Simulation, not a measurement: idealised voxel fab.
process module | voxel transistor to metal
cross-section cut | 180 nm wide | cells 5 nm
A cross-section is a grid of square cells, given in bands from the top down. A band is one or more rows of cells.
Each band's line starts with the height of the band's top and of its bottom, in nm. Then come its materials from left to right, each with its width in nm. One material with "throughout" fills the band from edge to edge. "air" is empty space.
Height 0 is the level under which the wafer as received is all one material. The lowest band goes on downwards, as in "0 down".
A width such as "30 to 40" changes by the same amount from each row of cells to the next, from the band's top row to its bottom row.
"no change" after a step means that no cell of the cross-section changed.
closed voids: empty space of 8 cells or more with no open way to the top, each as width x height at its distance from the left edge, in nm
after a step's settings: what the simulator itself notes on the step
overlay nm, on a step with a mask: how far to the right of its planned place the mask lay; to the left if negative
Each pair below shows a cross-section before one step and the cross-section after it, down to the lowest band that changed. The line under each pair gives the step between them, with its settings. The pairs can come from different runs of this module on the same starting wafer, so a pair continues from the pair above only where its "before" says so.
before
  45 to 35: W throughout
  35 to 30: W 60 | HfO2 25 | W 10 | HfO2 25 | W 60
  30 to 25: HfO2 65 | TiN 15 | HfO2 5 | W 10 | HfO2 5 | TiN 15 | HfO2 65
  25 to 20: TiN 70 | SiN 5 | TiN 5 | HfO2 5 | W 10 | HfO2 5 | TiN 5 | SiN 5 | TiN 70
  20 to 5: SiO2 70 | SiN 5 | TiN 5 | HfO2 5 | W 10 | HfO2 5 | TiN 5 | SiN 5 | SiO2 70
  5 to 0: SiO2 30 | SiN 5 | SiO2 25 | SiGe 10 | SiN 5 | TiN 5 | HfO2 20 | TiN 5 | SiN 5 | SiGe 10 | SiO2 25 | SiN 5 | SiO2 30
  0 to -5: SiO2 60 | SiGe 10 | TiN 40 | SiGe 10 | SiO2 60
  -5 to -15: SiO2 35 | SiGe 35 | Si 40 | SiGe 35 | SiO2 35
  -15 to -30: SiO2 35 | Si 110 | SiO2 35
  -30 down: Si throughout
  closed voids: none
after
  20 to 5: SiO2 70 | SiN 5 | TiN 5 | HfO2 5 | W 10 | HfO2 5 | TiN 5 | SiN 5 | SiO2 70
  below 5: unchanged
  closed voids: none
the step between: op CMP | height nm 20
before: the cross-section after the pair above
after
  30 to 20: SiO2 throughout
  below 20: unchanged
  closed voids: none
the step between: op DIRECTIONAL_DEP | material SiO2 | thk nm 10
before: the cross-section after the pair above
after
  40 to 30: aC throughout
  below 30: unchanged
  closed voids: none
the step between: op DIRECTIONAL_DEP | material aC | thk nm 10
before: the cross-section after the pair above
after
  65 to 40: resist 45 | air 15 | resist 60 | air 15 | resist 45
  below 40: unchanged
  closed voids: none
the step between: op PATTERN | tone open | mask id CONTACT | material resist | width nm 15 | pitch nm 75 | thk nm 25 | overlay nm 0
before: the cross-section after the pair above
after
  55 to 40: resist 45 | air 15 | resist 60 | air 15 | resist 45
  40 to 30: aC 45 | air 15 | aC 60 | air 15 | aC 45
  below 30: unchanged
  closed voids: none
the step between: op DIRECTIONAL_ETCH | etch materials aC | depth nm 10
before: the cross-section after the pair above
after
  40 to 30: aC 45 | air 15 | aC 60 | air 15 | aC 45
  below 30: unchanged
  closed voids: none
the step between: op STRIP | etch materials resist
before: the cross-section after the pair above
after
  40 to 30: aC 45 | air 15 | aC 60 | air 15 | aC 45
  30 to 20: SiO2 45 | air 15 | SiO2 60 | air 15 | SiO2 45
  20 to 5: SiO2 45 | air 15 | SiO2 10 | SiN 5 | TiN 5 | HfO2 5 | W 10 | HfO2 5 | TiN 5 | SiN 5 | SiO2 10 | air 15 | SiO2 45
  5 to 0: SiO2 30 | SiN 5 | SiO2 10 | air 15 | SiGe 10 | SiN 5 | TiN 5 | HfO2 20 | TiN 5 | SiN 5 | SiGe 10 | air 15 | SiO2 10 | SiN 5 | SiO2 30
  0 to -5: SiO2 45 | air 15 | SiGe 10 | TiN 40 | SiGe 10 | air 15 | SiO2 45
  below -5: unchanged
  closed voids: none
the step between: op DIRECTIONAL_ETCH | etch materials SiO2 | depth nm 35
before: the cross-section after the pair above
after
  30 to 20: SiO2 45 | air 15 | SiO2 60 | air 15 | SiO2 45
  below 20: unchanged
  closed voids: none
the step between: op STRIP | etch materials aC
before: the cross-section after the pair above
after
  35 to 30: TiN 50 | air 5 | TiN 70 | air 5 | TiN 50
  30 to 20: SiO2 45 | TiN 5 | air 5 | TiN 5 | SiO2 60 | TiN 5 | air 5 | TiN 5 | SiO2 45
  20 to 5: SiO2 45 | TiN 5 | air 5 | TiN 5 | SiO2 10 | SiN 5 | TiN 5 | HfO2 5 | W 10 | HfO2 5 | TiN 5 | SiN 5 | SiO2 10 | TiN 5 | air 5 | TiN 5 | SiO2 45
  5 to 0: SiO2 30 | SiN 5 | SiO2 10 | TiN 5 | air 5 | TiN 5 | SiGe 10 | SiN 5 | TiN 5 | HfO2 20 | TiN 5 | SiN 5 | SiGe 10 | TiN 5 | air 5 | TiN 5 | SiO2 10 | SiN 5 | SiO2 30
  0 to -5: SiO2 45 | TiN 15 | SiGe 10 | TiN 40 | SiGe 10 | TiN 15 | SiO2 45
  below -5: unchanged
  closed voids: none
the step between: op CONFORMAL_DEP | material TiN | thk nm 5
before: the cross-section after the pair above
after
  40 to 35: W throughout
  35 to 30: TiN 50 | W 5 | TiN 70 | W 5 | TiN 50
  30 to 20: SiO2 45 | TiN 5 | W 5 | TiN 5 | SiO2 60 | TiN 5 | W 5 | TiN 5 | SiO2 45
  20 to 5: SiO2 45 | TiN 5 | W 5 | TiN 5 | SiO2 10 | SiN 5 | TiN 5 | HfO2 5 | W 10 | HfO2 5 | TiN 5 | SiN 5 | SiO2 10 | TiN 5 | W 5 | TiN 5 | SiO2 45
  5 to 0: SiO2 30 | SiN 5 | SiO2 10 | TiN 5 | W 5 | TiN 5 | SiGe 10 | SiN 5 | TiN 5 | HfO2 20 | TiN 5 | SiN 5 | SiGe 10 | TiN 5 | W 5 | TiN 5 | SiO2 10 | SiN 5 | SiO2 30
  below 0: unchanged
  closed voids: none
the step between: op FILL_DEP | material W | thk nm 5
before: the cross-section after the pair above
after
  30 to 20: SiO2 45 | TiN 5 | W 5 | TiN 5 | SiO2 60 | TiN 5 | W 5 | TiN 5 | SiO2 45
  below 20: unchanged
  closed voids: none
the step between: op CMP | height nm 30
before: the cross-section after the pair above
after
  35 to 30: TiN throughout
  below 30: unchanged
  closed voids: none
the step between: op DIRECTIONAL_DEP | material TiN | thk nm 5
before: the cross-section after the pair above
after
  55 to 35: Ru throughout
  below 35: unchanged
  closed voids: none
the step between: op DIRECTIONAL_DEP | material Ru | thk nm 20
before: the cross-section after the pair above
after
  70 to 55: aC throughout
  below 55: unchanged
  closed voids: none
the step between: op DIRECTIONAL_DEP | material aC | thk nm 15
before: the cross-section after the pair above
after
  105 to 70: air 45 | resist 15 | air 60 | resist 15 | air 45
  below 70: unchanged
  closed voids: none
the step between: op PATTERN | tone cover | mask id METAL_1 | material resist | width nm 15 | pitch nm 75 | thk nm 35 | overlay nm 0
before: the cross-section after the pair above
after
  90 to 70: air 45 | resist 15 | air 60 | resist 15 | air 45
  70 to 55: air 45 | aC 15 | air 60 | aC 15 | air 45
  below 55: unchanged
  closed voids: none
the step between: op DIRECTIONAL_ETCH | etch materials aC | depth nm 15
before: the cross-section after the pair above
after
  70 to 55: air 45 | aC 15 | air 60 | aC 15 | air 45
  below 55: unchanged
  closed voids: none
the step between: op STRIP | etch materials resist
before: the cross-section after the pair above
after
  70 to 55: air 45 | aC 15 | air 60 | aC 15 | air 45
  55 to 35: air 45 | Ru 15 | air 60 | Ru 15 | air 45
  below 35: unchanged
  closed voids: none
the step between: op DIRECTIONAL_ETCH | etch materials Ru | depth nm 20
before: the cross-section after the pair above
after
  70 to 55: air 45 | aC 15 | air 60 | aC 15 | air 45
  55 to 35: air 45 | Ru 15 | air 60 | Ru 15 | air 45
  35 to 30: air 45 | TiN 15 | air 60 | TiN 15 | air 45
  below 30: unchanged
  closed voids: none
the step between: op DIRECTIONAL_ETCH | etch materials TiN | depth nm 5
before: the cross-section after the pair above
after
  55 to 35: air 45 | Ru 15 | air 60 | Ru 15 | air 45
  below 35: unchanged
  closed voids: none
the step between: op STRIP | etch materials aC
before: the cross-section after the pair above
after
  60 to 55: air 40 | SiN 25 | air 50 | SiN 25 | air 40
  55 to 35: air 40 | SiN 5 | Ru 15 | SiN 5 | air 50 | SiN 5 | Ru 15 | SiN 5 | air 40
  35 to 30: SiN 45 | TiN 15 | SiN 60 | TiN 15 | SiN 45
  below 30: unchanged
  closed voids: none
the step between: op CONFORMAL_DEP | material SiN | thk nm 5
before: the cross-section after the pair above
after
  70 to 60: lowk throughout
  60 to 55: lowk 40 | SiN 25 | lowk 50 | SiN 25 | lowk 40
  55 to 35: lowk 40 | SiN 5 | Ru 15 | SiN 5 | lowk 50 | SiN 5 | Ru 15 | SiN 5 | lowk 40
  below 35: unchanged
  closed voids: none
the step between: op FILL_DEP | material lowk | thk nm 10
before: the cross-section after the pair above
after
  55 to 35: lowk 40 | SiN 5 | Ru 15 | SiN 5 | lowk 50 | SiN 5 | Ru 15 | SiN 5 | lowk 40
  below 35: unchanged
  closed voids: none
the step between: op CMP | height nm 55
before: the cross-section after the pair above
after
  60 to 55: SiCN throughout
  below 55: unchanged
  closed voids: none
the step between: op CONFORMAL_DEP | material SiCN | thk nm 5
before
  35 to 30: TiN throughout
  30 to 20: SiO2 45 | TiN 5 | W 5 | TiN 5 | SiO2 60 | TiN 5 | W 5 | TiN 5 | SiO2 45
  20 to 5: SiO2 45 | TiN 5 | W 5 | TiN 5 | SiO2 10 | SiN 5 | HfO2 5 | TiN 5 | W 10 | TiN 5 | HfO2 5 | SiN 5 | SiO2 10 | TiN 5 | W 5 | TiN 5 | SiO2 45
  5 to 0: SiO2 30 | SiN 5 | SiO2 10 | TiN 5 | W 5 | TiN 5 | SiGe 10 | SiN 5 | HfO2 5 | TiN 20 | HfO2 5 | SiN 5 | SiGe 10 | TiN 5 | W 5 | TiN 5 | SiO2 10 | SiN 5 | SiO2 30
  0 to -5: SiO2 45 | TiN 15 | SiGe 10 | HfO2 40 | SiGe 10 | TiN 15 | SiO2 45
  -5 to -15: SiO2 35 | SiGe 35 | Si 40 | SiGe 35 | SiO2 35
  -15 to -30: SiO2 35 | Si 110 | SiO2 35
  -30 down: Si throughout
  closed voids: none
after
  50 to 35: Ru throughout
  below 35: unchanged
  closed voids: none
the step between: op DIRECTIONAL_DEP | material Ru | thk nm 15
before: the cross-section after the pair above
after
  65 to 50: aC throughout
  below 50: unchanged
  closed voids: none
the step between: op DIRECTIONAL_DEP | material aC | thk nm 15
before: the cross-section after the pair above
after
  100 to 65: air 45 | resist 15 | air 60 | resist 15 | air 45
  below 65: unchanged
  closed voids: none
the step between: op PATTERN | tone cover | mask id METAL_1 | material resist | width nm 15 | pitch nm 75 | thk nm 35 | overlay nm 0
before: the cross-section after the pair above
after
  85 to 65: air 45 | resist 15 | air 60 | resist 15 | air 45
  65 to 50: air 45 | aC 15 | air 60 | aC 15 | air 45
  below 50: unchanged
  closed voids: none
the step between: op DIRECTIONAL_ETCH | etch materials aC | depth nm 15
before: the cross-section after the pair above
after
  65 to 50: air 45 | aC 15 | air 60 | aC 15 | air 45
  below 50: unchanged
  closed voids: none
the step between: op STRIP | etch materials resist
before: the cross-section after the pair above
after
  65 to 50: air 45 | aC 15 | air 60 | aC 15 | air 45
  50 to 35: air 45 | Ru 15 | air 60 | Ru 15 | air 45
  below 35: unchanged
  closed voids: none
the step between: op DIRECTIONAL_ETCH | etch materials Ru | depth nm 20
before: the cross-section after the pair above
after
  65 to 50: air 45 | aC 15 | air 60 | aC 15 | air 45
  50 to 35: air 45 | Ru 15 | air 60 | Ru 15 | air 45
  35 to 30: air 45 | TiN 15 | air 60 | TiN 15 | air 45
  below 30: unchanged
  closed voids: none
the step between: op DIRECTIONAL_ETCH | etch materials TiN | depth nm 5
before: the cross-section after the pair above
after
  50 to 35: air 45 | Ru 15 | air 60 | Ru 15 | air 45
  below 35: unchanged
  closed voids: none
the step between: op STRIP | etch materials aC
before: the cross-section after the pair above
after
  55 to 50: air 40 | SiN 25 | air 50 | SiN 25 | air 40
  50 to 35: air 40 | SiN 5 | Ru 15 | SiN 5 | air 50 | SiN 5 | Ru 15 | SiN 5 | air 40
  35 to 30: SiN 45 | TiN 15 | SiN 60 | TiN 15 | SiN 45
  below 30: unchanged
  closed voids: none
the step between: op CONFORMAL_DEP | material SiN | thk nm 5
before: the cross-section after the pair above
after
  65 to 55: lowk throughout
  55 to 50: lowk 40 | SiN 25 | lowk 50 | SiN 25 | lowk 40
  50 to 35: lowk 40 | SiN 5 | Ru 15 | SiN 5 | lowk 50 | SiN 5 | Ru 15 | SiN 5 | lowk 40
  below 35: unchanged
  closed voids: none
the step between: op FILL_DEP | material lowk | thk nm 10
before: the cross-section after the pair above
after
  55 to 50: lowk 40 | SiN 25 | lowk 50 | SiN 25 | lowk 40
  below 50: unchanged
  closed voids: none
the step between: op CMP | height nm 55
before: the cross-section after the pair above
after
  60 to 55: SiCN throughout
  below 55: unchanged
  closed voids: none
the step between: op CONFORMAL_DEP | material SiCN | thk nm 5
before
  25 to 15: aC throughout
  15 to 5: SiN throughout
  5 to 0: SiO2 throughout
  0 down: Si throughout
  closed voids: none
after
  55 to 25: air 30 | resist 120 | air 30
  below 25: unchanged
  closed voids: none
the step between: op PATTERN | tone cover | mask id ACTIVE | material resist | width nm 120 | thk nm 30 | overlay nm 0
before: the cross-section after the pair above
after
  45 to 25: air 30 | resist 120 | air 30
  25 to 15: air 30 | aC 120 | air 30
  below 15: unchanged
  closed voids: none
the step between: op DIRECTIONAL_ETCH | etch materials aC | depth nm 10
before: the cross-section after the pair above
after
  25 to 15: air 30 | aC 120 | air 30
  below 15: unchanged
  closed voids: none
the step between: op STRIP | etch materials resist
before: the cross-section after the pair above
after
  25 to 15: air 30 | aC 120 | air 30
  15 to 5: air 30 | SiN 120 | air 30
  below 5: unchanged
  closed voids: none
the step between: op DIRECTIONAL_ETCH | etch materials SiN | depth nm 10
before: the cross-section after the pair above
after
  25 to 15: air 30 | aC 120 | air 30
  15 to 5: air 30 | SiN 120 | air 30
  5 to 0: air 30 | SiO2 120 | air 30
  below 0: unchanged
  closed voids: none
the step between: op DIRECTIONAL_ETCH | etch materials SiO2 | depth nm 5
before: the cross-section after the pair above
after
  25 to 15: air 30 | aC 120 | air 30
  15 to 5: air 30 | SiN 120 | air 30
  5 to 0: air 30 | SiO2 120 | air 30
  0 to -30: air 30 | Si 120 | air 30
  below -30: unchanged
  closed voids: none
the step between: op DIRECTIONAL_ETCH | etch materials Si | depth nm 30
before: the cross-section after the pair above
after
  15 to 5: air 30 | SiN 120 | air 30
  below 5: unchanged
  closed voids: none
the step between: op STRIP | etch materials aC
before: the cross-section after the pair above
after
  25 to 15: SiO2 throughout
  15 to 5: SiO2 30 | SiN 120 | SiO2 30
  5 to 0: SiO2 throughout
  0 to -30: SiO2 30 | Si 120 | SiO2 30
  below -30: unchanged
  closed voids: none
the step between: op FILL_DEP | material SiO2 | thk nm 10
before: the cross-section after the pair above
after
  15 to 5: SiO2 30 | SiN 120 | SiO2 30
  below 5: unchanged
  closed voids: none
the step between: op CMP | height nm 15
before: the cross-section after the pair above
after
  15 to 10: air 30 | SiN 120 | air 30
  below 10: unchanged
  closed voids: none
the step between: op SELECTIVE_ETCH | etch materials SiO2 | depth nm 5
before: the cross-section after the pair above
after
  10 to 5: SiO2 30 | air 120 | SiO2 30
  below 5: unchanged
  closed voids: none
the step between: op STRIP | etch materials SiN
before: the cross-section after the pair above
after
  5 to 0: SiO2 25 | air 130 | SiO2 25
  below 0: unchanged
  closed voids: none
the step between: op SELECTIVE_ETCH | etch materials SiO2 | depth nm 5
before: the cross-section after the pair above
after
  5 to 0: SiO2 25 | air 130 | SiO2 25
  0 to -5: SiO2 throughout
  below -5: unchanged
  closed voids: none
the step between: op OXIDIZE | depth nm 5
before: the cross-section after the pair above
after
  30 to 25: polySi 25 | air 130 | polySi 25
  25 to 5: polySi throughout
  5 to 0: SiO2 25 | polySi 130 | SiO2 25
  below 0: unchanged
  closed voids: none
the step between: op DIRECTIONAL_DEP | material polySi | thk nm 25
before: the cross-section after the pair above
after
  45 to 40: SiCN 25 | air 130 | SiCN 25
  40 to 30: SiCN throughout
  30 to 25: polySi 25 | SiCN 130 | polySi 25
  below 25: unchanged
  closed voids: none
the step between: op DIRECTIONAL_DEP | material SiCN | thk nm 15
before: the cross-section after the pair above
after
  65 to 45: air 75 | resist 30 | air 75
  45 to 40: SiCN 25 | air 50 | resist 30 | air 50 | SiCN 25
  below 40: unchanged
  closed voids: none
the step between: op PATTERN | tone cover | mask id GATE | material resist | width nm 30 | thk nm 20 | overlay nm 0
before: the cross-section after the pair above
after
  65 to 40: air 75 | resist 30 | air 75
  40 to 30: air 75 | SiCN 30 | air 75
  30 to 25: polySi 25 | air 50 | SiCN 30 | air 50 | polySi 25
  below 25: unchanged
  closed voids: none
the step between: op DIRECTIONAL_ETCH | etch materials SiCN | depth nm 25
before: the cross-section after the pair above
after
  65 to 40: air 75 | resist 30 | air 75
  40 to 25: air 75 | SiCN 30 | air 75
  25 to 5: air 75 | polySi 30 | air 75
  5 to 0: SiO2 25 | air 50 | polySi 30 | air 50 | SiO2 25
  below 0: unchanged
  closed voids: none
the step between: op DIRECTIONAL_ETCH | etch materials polySi | depth nm 35
before: the cross-section after the pair above
after
  40 to 25: air 75 | SiCN 30 | air 75
  below 25: unchanged
  closed voids: none
the step between: op STRIP | etch materials resist
before: the cross-section after the pair above
after
  45 to 40: air 70 | SiN 40 | air 70
  40 to 25: air 70 | SiN 5 | SiCN 30 | SiN 5 | air 70
  25 to 10: air 70 | SiN 5 | polySi 30 | SiN 5 | air 70
  10 to 5: SiN 30 | air 40 | SiN 5 | polySi 30 | SiN 5 | air 40 | SiN 30
  5 to 0: SiO2 25 | SiN 50 | polySi 30 | SiN 50 | SiO2 25
  below 0: unchanged
  closed voids: none
the step between: op CONFORMAL_DEP | material SiN | thk nm 5
before: the cross-section after the pair above
after
  40 to 25: air 70 | SiN 5 | SiCN 30 | SiN 5 | air 70
  25 to 5: air 70 | SiN 5 | polySi 30 | SiN 5 | air 70
  5 to 0: SiO2 25 | SiN 5 | air 40 | SiN 5 | polySi 30 | SiN 5 | air 40 | SiN 5 | SiO2 25
  below 0: unchanged
  closed voids: none
the step between: op DIRECTIONAL_ETCH | etch materials SiN | depth nm 5
before: the cross-section after the pair above
after
  40 to 25: air 70 | SiN 5 | SiCN 30 | SiN 5 | air 70
  25 to 5: air 70 | SiN 5 | polySi 30 | SiN 5 | air 70
  5 to 0: air 25 | SiN 5 | air 40 | SiN 5 | polySi 30 | SiN 5 | air 40 | SiN 5 | air 25
  0 to -5: SiO2 30 | air 40 | SiO2 40 | air 40 | SiO2 30
  below -5: unchanged
  closed voids: none
the step between: op DIRECTIONAL_ETCH | etch materials SiO2 | depth nm 5
before: the cross-section after the pair above
after
  40 to 25: air 70 | SiN 5 | SiCN 30 | SiN 5 | air 70
  25 to 5: air 70 | SiN 5 | polySi 30 | SiN 5 | air 70
  5 to 0: air 25 | SiN 5 | air 40 | SiN 5 | polySi 30 | SiN 5 | air 40 | SiN 5 | air 25
  0 to -5: SiO2 30 | air 40 | SiO2 40 | air 40 | SiO2 30
  -5 to -15: SiO2 30 | air 40 | Si 40 | air 40 | SiO2 30
  below -15: unchanged
  closed voids: none
the step between: op DIRECTIONAL_ETCH | etch materials Si | depth nm 10
before: the cross-section after the pair above
after
  40 to 25: air 70 | SiN 5 | SiCN 30 | SiN 5 | air 70
  25 to 5: air 70 | SiN 5 | polySi 30 | SiN 5 | air 70
  5 to 0: air 25 | SiN 5 | air 30 | SiGe 10 | SiN 5 | polySi 30 | SiN 5 | SiGe 10 | air 30 | SiN 5 | air 25
  0 to -5: SiO2 30 | air 30 | SiGe 10 | SiO2 40 | SiGe 10 | air 30 | SiO2 30
  -5 to -15: SiO2 30 | SiGe 40 | Si 40 | SiGe 40 | SiO2 30
  below -15: unchanged
  closed voids: none
the step between: op EPI | material SiGe | thk nm 10
before: the cross-section after the pair above
after
  50 to 40: SiO2 throughout
  40 to 25: SiO2 70 | SiN 5 | SiCN 30 | SiN 5 | SiO2 70
  25 to 5: SiO2 70 | SiN 5 | polySi 30 | SiN 5 | SiO2 70
  5 to 0: SiO2 25 | SiN 5 | SiO2 30 | SiGe 10 | SiN 5 | polySi 30 | SiN 5 | SiGe 10 | SiO2 30 | SiN 5 | SiO2 25
  0 to -5: SiO2 60 | SiGe 10 | SiO2 40 | SiGe 10 | SiO2 60
  below -5: unchanged
  closed voids: none
the step between: op FILL_DEP | material SiO2 | thk nm 10
before: the cross-section after the pair above
after
  25 to 5: SiO2 70 | SiN 5 | polySi 30 | SiN 5 | SiO2 70
  below 5: unchanged
  closed voids: none
the step between: op CMP | height nm 25
before: the cross-section after the pair above
after
  25 to 5: SiO2 70 | SiN 5 | air 30 | SiN 5 | SiO2 70
  5 to 0: SiO2 25 | SiN 5 | SiO2 30 | SiGe 10 | SiN 5 | air 30 | SiN 5 | SiGe 10 | SiO2 30 | SiN 5 | SiO2 25
  below 0: unchanged
  closed voids: none
the step between: op STRIP | etch materials polySi
before: the cross-section after the pair above
after
  25 to 20: air 70 | SiN 5 | air 30 | SiN 5 | air 70
  20 to 5: SiO2 70 | SiN 5 | air 30 | SiN 5 | SiO2 70
  5 to 0: SiO2 25 | SiN 5 | SiO2 30 | SiGe 10 | SiN 5 | air 30 | SiN 5 | SiGe 10 | SiO2 30 | SiN 5 | SiO2 25
  0 to -5: SiO2 60 | SiGe 10 | air 40 | SiGe 10 | SiO2 60
  below -5: unchanged
  closed voids: none
the step between: op SELECTIVE_ETCH | etch materials SiO2 | depth nm 5
before: the cross-section after the pair above
after
  30 to 25: air 65 | HfO2 15 | air 20 | HfO2 15 | air 65
  25 to 20: HfO2 70 | SiN 5 | HfO2 5 | air 20 | HfO2 5 | SiN 5 | HfO2 70
  20 to 5: SiO2 70 | SiN 5 | HfO2 5 | air 20 | HfO2 5 | SiN 5 | SiO2 70
  5 to 0: SiO2 25 | SiN 5 | SiO2 30 | SiGe 10 | SiN 5 | HfO2 5 | air 20 | HfO2 5 | SiN 5 | SiGe 10 | SiO2 30 | SiN 5 | SiO2 25
  0 to -5: SiO2 60 | SiGe 10 | HfO2 40 | SiGe 10 | SiO2 60
  below -5: unchanged
  closed voids: none
the step between: op CONFORMAL_DEP | material HfO2 | thk nm 5
before: the cross-section after the pair above
after
  35 to 30: air 60 | TiN 25 | air 10 | TiN 25 | air 60
  30 to 25: TiN 65 | HfO2 15 | TiN 5 | air 10 | TiN 5 | HfO2 15 | TiN 65
  25 to 20: HfO2 70 | SiN 5 | HfO2 5 | TiN 5 | air 10 | TiN 5 | HfO2 5 | SiN 5 | HfO2 70
  20 to 5: SiO2 70 | SiN 5 | HfO2 5 | TiN 5 | air 10 | TiN 5 | HfO2 5 | SiN 5 | SiO2 70
  5 to 0: SiO2 25 | SiN 5 | SiO2 30 | SiGe 10 | SiN 5 | HfO2 5 | TiN 20 | HfO2 5 | SiN 5 | SiGe 10 | SiO2 30 | SiN 5 | SiO2 25
  below 0: unchanged
  closed voids: none
the step between: op CONFORMAL_DEP | material TiN | thk nm 5
before: the cross-section after the pair above
after
  45 to 35: W throughout
  35 to 30: W 60 | TiN 25 | W 10 | TiN 25 | W 60
  30 to 25: TiN 65 | HfO2 15 | TiN 5 | W 10 | TiN 5 | HfO2 15 | TiN 65
  25 to 20: HfO2 70 | SiN 5 | HfO2 5 | TiN 5 | W 10 | TiN 5 | HfO2 5 | SiN 5 | HfO2 70
  20 to 5: SiO2 70 | SiN 5 | HfO2 5 | TiN 5 | W 10 | TiN 5 | HfO2 5 | SiN 5 | SiO2 70
  below 5: unchanged
  closed voids: none
the step between: op FILL_DEP | material W | thk nm 10
before: the cross-section after the pair above
after
  20 to 5: SiO2 70 | SiN 5 | HfO2 5 | TiN 5 | W 10 | TiN 5 | HfO2 5 | SiN 5 | SiO2 70
  below 5: unchanged
  closed voids: none
the step between: op CMP | height nm 20
before: the cross-section after the pair above
after
  30 to 20: SiO2 throughout
  below 20: unchanged
  closed voids: none
the step between: op DIRECTIONAL_DEP | material SiO2 | thk nm 10
before: the cross-section after the pair above
after
  40 to 30: aC throughout
  below 30: unchanged
  closed voids: none
the step between: op DIRECTIONAL_DEP | material aC | thk nm 10
before: the cross-section after the pair above
after
  65 to 40: resist 45 | air 15 | resist 60 | air 15 | resist 45
  below 40: unchanged
  closed voids: none
the step between: op PATTERN | tone open | mask id CONTACT | material resist | width nm 15 | pitch nm 75 | thk nm 25 | overlay nm 0
before: the cross-section after the pair above
after
  55 to 40: resist 45 | air 15 | resist 60 | air 15 | resist 45
  40 to 30: aC 45 | air 15 | aC 60 | air 15 | aC 45
  below 30: unchanged
  closed voids: none
the step between: op DIRECTIONAL_ETCH | etch materials aC | depth nm 10
before: the cross-section after the pair above
after
  40 to 30: aC 45 | air 15 | aC 60 | air 15 | aC 45
  below 30: unchanged
  closed voids: none
the step between: op STRIP | etch materials resist
before: the cross-section after the pair above
after
  40 to 30: aC 45 | air 15 | aC 60 | air 15 | aC 45
  30 to 20: SiO2 45 | air 15 | SiO2 60 | air 15 | SiO2 45
  20 to 5: SiO2 45 | air 15 | SiO2 10 | SiN 5 | HfO2 5 | TiN 5 | W 10 | TiN 5 | HfO2 5 | SiN 5 | SiO2 10 | air 15 | SiO2 45
  5 to 0: SiO2 25 | SiN 5 | SiO2 15 | air 15 | SiGe 10 | SiN 5 | HfO2 5 | TiN 20 | HfO2 5 | SiN 5 | SiGe 10 | air 15 | SiO2 15 | SiN 5 | SiO2 25
  0 to -5: SiO2 45 | air 15 | SiGe 10 | HfO2 40 | SiGe 10 | air 15 | SiO2 45
  below -5: unchanged
  closed voids: none
the step between: op DIRECTIONAL_ETCH | etch materials SiO2 | depth nm 35
before: the cross-section after the pair above
after
  30 to 20: SiO2 45 | air 15 | SiO2 60 | air 15 | SiO2 45
  below 20: unchanged
  closed voids: none
the step between: op STRIP | etch materials aC
before: the cross-section after the pair above
after
  35 to 30: TiN 50 | air 5 | TiN 70 | air 5 | TiN 50
  30 to 20: SiO2 45 | TiN 5 | air 5 | TiN 5 | SiO2 60 | TiN 5 | air 5 | TiN 5 | SiO2 45
  20 to 5: SiO2 45 | TiN 5 | air 5 | TiN 5 | SiO2 10 | SiN 5 | HfO2 5 | TiN 5 | W 10 | TiN 5 | HfO2 5 | SiN 5 | SiO2 10 | TiN 5 | air 5 | TiN 5 | SiO2 45
  5 to 0: SiO2 25 | SiN 5 | SiO2 15 | TiN 5 | air 5 | TiN 5 | SiGe 10 | SiN 5 | HfO2 5 | TiN 20 | HfO2 5 | SiN 5 | SiGe 10 | TiN 5 | air 5 | TiN 5 | SiO2 15 | SiN 5 | SiO2 25
  0 to -5: SiO2 45 | TiN 15 | SiGe 10 | HfO2 40 | SiGe 10 | TiN 15 | SiO2 45
  below -5: unchanged
  closed voids: none
the step between: op CONFORMAL_DEP | material TiN | thk nm 5
before: the cross-section after the pair above
after
  40 to 35: W throughout
  35 to 30: TiN 50 | W 5 | TiN 70 | W 5 | TiN 50
  30 to 20: SiO2 45 | TiN 5 | W 5 | TiN 5 | SiO2 60 | TiN 5 | W 5 | TiN 5 | SiO2 45
  20 to 5: SiO2 45 | TiN 5 | W 5 | TiN 5 | SiO2 10 | SiN 5 | HfO2 5 | TiN 5 | W 10 | TiN 5 | HfO2 5 | SiN 5 | SiO2 10 | TiN 5 | W 5 | TiN 5 | SiO2 45
  5 to 0: SiO2 25 | SiN 5 | SiO2 15 | TiN 5 | W 5 | TiN 5 | SiGe 10 | SiN 5 | HfO2 5 | TiN 20 | HfO2 5 | SiN 5 | SiGe 10 | TiN 5 | W 5 | TiN 5 | SiO2 15 | SiN 5 | SiO2 25
  below 0: unchanged
  closed voids: none
the step between: op FILL_DEP | material W | thk nm 5
before: the cross-section after the pair above
after
  30 to 20: SiO2 45 | TiN 5 | W 5 | TiN 5 | SiO2 60 | TiN 5 | W 5 | TiN 5 | SiO2 45
  below 20: unchanged
  closed voids: none
the step between: op CMP | height nm 30
before: the cross-section after the pair above
after
  35 to 30: TiN throughout
  below 30: unchanged
  closed voids: none
the step between: op DIRECTIONAL_DEP | material TiN | thk nm 5
before: the cross-section after the pair above
after
  55 to 35: Ru throughout
  below 35: unchanged
  closed voids: none
the step between: op DIRECTIONAL_DEP | material Ru | thk nm 20
before: the cross-section after the pair above
after
  70 to 55: aC throughout
  below 55: unchanged
  closed voids: none
the step between: op DIRECTIONAL_DEP | material aC | thk nm 15
before: the cross-section after the pair above
after
  105 to 70: air 45 | resist 15 | air 60 | resist 15 | air 45
  below 70: unchanged
  closed voids: none
the step between: op PATTERN | tone cover | mask id METAL_1 | material resist | width nm 15 | pitch nm 75 | thk nm 35 | overlay nm 0
before: the cross-section after the pair above
after
  90 to 70: air 45 | resist 15 | air 60 | resist 15 | air 45
  70 to 55: air 45 | aC 15 | air 60 | aC 15 | air 45
  below 55: unchanged
  closed voids: none
the step between: op DIRECTIONAL_ETCH | etch materials aC | depth nm 15
before: the cross-section after the pair above
after
  70 to 55: air 45 | aC 15 | air 60 | aC 15 | air 45
  below 55: unchanged
  closed voids: none
the step between: op STRIP | etch materials resist
before: the cross-section after the pair above
after
  70 to 55: air 45 | aC 15 | air 60 | aC 15 | air 45
  55 to 35: air 45 | Ru 15 | air 60 | Ru 15 | air 45
  below 35: unchanged
  closed voids: none
the step between: op DIRECTIONAL_ETCH | etch materials Ru | depth nm 20
before: the cross-section after the pair above
after
  70 to 55: air 45 | aC 15 | air 60 | aC 15 | air 45
  55 to 35: air 45 | Ru 15 | air 60 | Ru 15 | air 45
  35 to 30: air 45 | TiN 15 | air 60 | TiN 15 | air 45
  below 30: unchanged
  closed voids: none
the step between: op DIRECTIONAL_ETCH | etch materials TiN | depth nm 5
before: the cross-section after the pair above
after
  55 to 35: air 45 | Ru 15 | air 60 | Ru 15 | air 45
  below 35: unchanged
  closed voids: none
the step between: op STRIP | etch materials aC
